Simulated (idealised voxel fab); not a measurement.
The name of this process module is voxel wiring stack.
Cross-section cut spans 215 nm and uses square cells 5 nm in size.
Cross-section, as written here: a square-cell grid given band by band from the top down, where a band holds one or more rows of cells. Basically the band line says how high the top is and how high the bottom is, in nm, and then what's in it from left to right, every material with its width in nm. Empty space shows up as "air", and if a single material carries "full width" it runs the full band edge to edge. The level at which height equals 0 is the one under which the wafer, as it arrives, is entirely one material. No lower edge exists for the bottom band, which continues downward and is notated as in "0..down". When a width is written as two numbers, as in "30->40", the first number is the width in the top row of cells of the band and the second is the width in its bottom row, and the width changes by the same amount from each row to the next. Take "left unchanged" at face value: in the step it is given for, the cross-section changed in none of its cells. Enclosed voids (no open way to top), threshold 8 cells or more, entry "Closed void list", notation width x height at distance, distance from left edge, nm. Past the settings on a step's line: simulator remark, on that step. What "overlay nm" on a step's line means: if the step has a mask, that mask lay this far to the right of its planned place, or, when the value is negative, to the left.

Steps in the process plan:
1: RECEIVE,material Si
2: CONFORMAL_DEP,material SiO2,thk nm 10
3: DIRECTIONAL_DEP,material TiN,thk nm 5
4: DIRECTIONAL_DEP,material Ru,thk nm 15
5: MASKED_ETCH,tone cover,mask id METAL_1,width nm 25,pitch nm 50,etch materials Ru,depth nm 15,overlay nm 0
6: MASKED_ETCH,tone cover,mask id METAL_1,width nm 25,pitch nm 50,etch materials TiN,depth nm 5,overlay nm 0
7: FILL_DEP,material lowk,thk nm 5
8: CMP,height nm 30
9: CONFORMAL_DEP,material SiCN,thk nm 5
10: DIRECTIONAL_DEP,material SiO2,thk nm 15
11: PATTERN,tone open,mask id PLUG_1,material resist,width nm 15,thk nm 15,overlay nm 0
12: DIRECTIONAL_ETCH,etch materials SiO2,depth nm 15
13: DIRECTIONAL_ETCH,etch materials SiCN,depth nm 5
14: STRIP,etch materials resist
15: EPI,material Ru,thk nm 10
16: EPI,material Ru,thk nm 10
17: DIRECTIONAL_DEP,material TiN,thk nm 5
18: DIRECTIONAL_DEP,material Ru,thk nm 20
19: DIRECTIONAL_DEP,material aC,thk nm 15
20: PATTERN,tone cover,mask id METAL_2,material resist,width nm 25,pitch nm 50,thk nm 35,overlay nm 0
21: DIRECTIONAL_ETCH,etch materials aC,depth nm 15
22: STRIP,etch materials resist
23: DIRECTIONAL_ETCH,etch materials Ru,depth nm 20
24: DIRECTIONAL_ETCH,etch materials TiN,depth nm 5
25: STRIP,etch materials aC
26: CONFORMAL_DEP,material SiN,thk nm 5
27: FILL_DEP,material SiO2,thk nm 5
28: CMP,height nm 75
29: CONFORMAL_DEP,material SiCN,thk nm 5
30: DIRECTIONAL_DEP,material lowk,thk nm 10
31: MASKED_ETCH,tone open,mask id PLUG_2,width nm 15,pitch nm 50,etch materials lowk,depth nm 10,overlay nm 0
32: MASKED_ETCH,tone open,mask id PLUG_2,width nm 15,pitch nm 50,etch materials SiCN,depth nm 5,overlay nm 0
33: CONFORMAL_DEP,material TiN,thk nm 5
34: FILL_DEP,material Ru,thk nm 10
35: CMP,height nm 90
36: CONFORMAL_DEP,material SiCN,thk nm 5
37: DIRECTIONAL_DEP,material SiO2,thk nm 20
38: PATTERN,tone open,mask id METAL_3,material resist,width nm 25,pitch nm 50,thk nm 15,overlay nm 0
39: DIRECTIONAL_ETCH,etch materials SiO2,depth nm 20
40: DIRECTIONAL_ETCH,etch materials SiCN,depth nm 5
41: STRIP,etch materials resist
42: CONFORMAL_DEP,material TiN,thk nm 5
43: FILL_DEP,material W,thk nm 10
44: CMP,height nm 115
45: EPI,material Ru,thk nm 5
46: FILL_DEP,material SiCN,thk nm 5
47: DIRECTIONAL_DEP,material lowk,thk nm 30
48: DIRECTIONAL_DEP,material aC,thk nm 10
49: PATTERN,tone open,mask id METAL_4_HOLES,material resist,width nm 15,thk nm 30,overlay nm 0
50: DIRECTIONAL_ETCH,etch materials aC,depth nm 10
51: STRIP,etch materials resist
52: DIRECTIONAL_ETCH,etch materials lowk,depth nm 30
53: STRIP,etch materials aC
54: DIRECTIONAL_DEP,material aC,thk nm 10
55: PATTERN,tone open,mask id METAL_4,material resist,width nm 25,pitch nm 50,thk nm 25,overlay nm -15
56: DIRECTIONAL_ETCH,etch materials aC,depth nm 10
57: STRIP,etch materials resist
58: DIRECTIONAL_ETCH,etch materials lowk,depth nm 15
59: DIRECTIONAL_ETCH,etch materials SiCN,depth nm 5
60: STRIP,etch materials aC
61: CONFORMAL_DEP,material TiN,thk nm 5
62: FILL_DEP,material Cu,thk nm 5
63: CMP,height nm 155
64: CONFORMAL_DEP,material SiN,thk nm 5
The overlay nm used in step 55 is not the same on every wafer, whereas the starting condition is; the value printed in the plan is the first wafer's.

Cut through the first of several wafers as received, post step 1:
    0..down = Si full width
    Closed void list: none

wafer rows; end of module; cells per material since receipt: (+) gained, (-) lost; then closed voids:
overlay nm -15; +17 Cu; +100 Ru; +180 SiCN; +92 SiN; +454 SiO2; +87 TiN; +24 W; +422 lowk; Closed void list: none
overlay nm -10; +16 Cu; +100 Ru; +179 SiCN; +92 SiN; +454 SiO2; +86 TiN; +24 W; +425 lowk; Closed void list: none
overlay nm -5; +16 Cu; +100 Ru; +179 SiCN; +92 SiN; +454 SiO2; +86 TiN; +24 W; +425 lowk; Closed void list: none
overlay nm 0; +16 Cu; +100 Ru; +179 SiCN; +92 SiN; +454 SiO2; +86 TiN; +24 W; +425 lowk; Closed void list: none
overlay nm 5; +17 Cu; +100 Ru; +180 SiCN; +92 SiN; +454 SiO2; +87 TiN; +24 W; +422 lowk; Closed void list: none
overlay nm 10; +19 Cu; +100 Ru; +181 SiCN; +92 SiN; +454 SiO2; +87 TiN; +24 W; +419 lowk; Closed void list: none
overlay nm 15; +21 Cu; +100 Ru; +182 SiCN; +92 SiN; +454 SiO2; +87 TiN; +24 W; +416 lowk; Closed void list: none
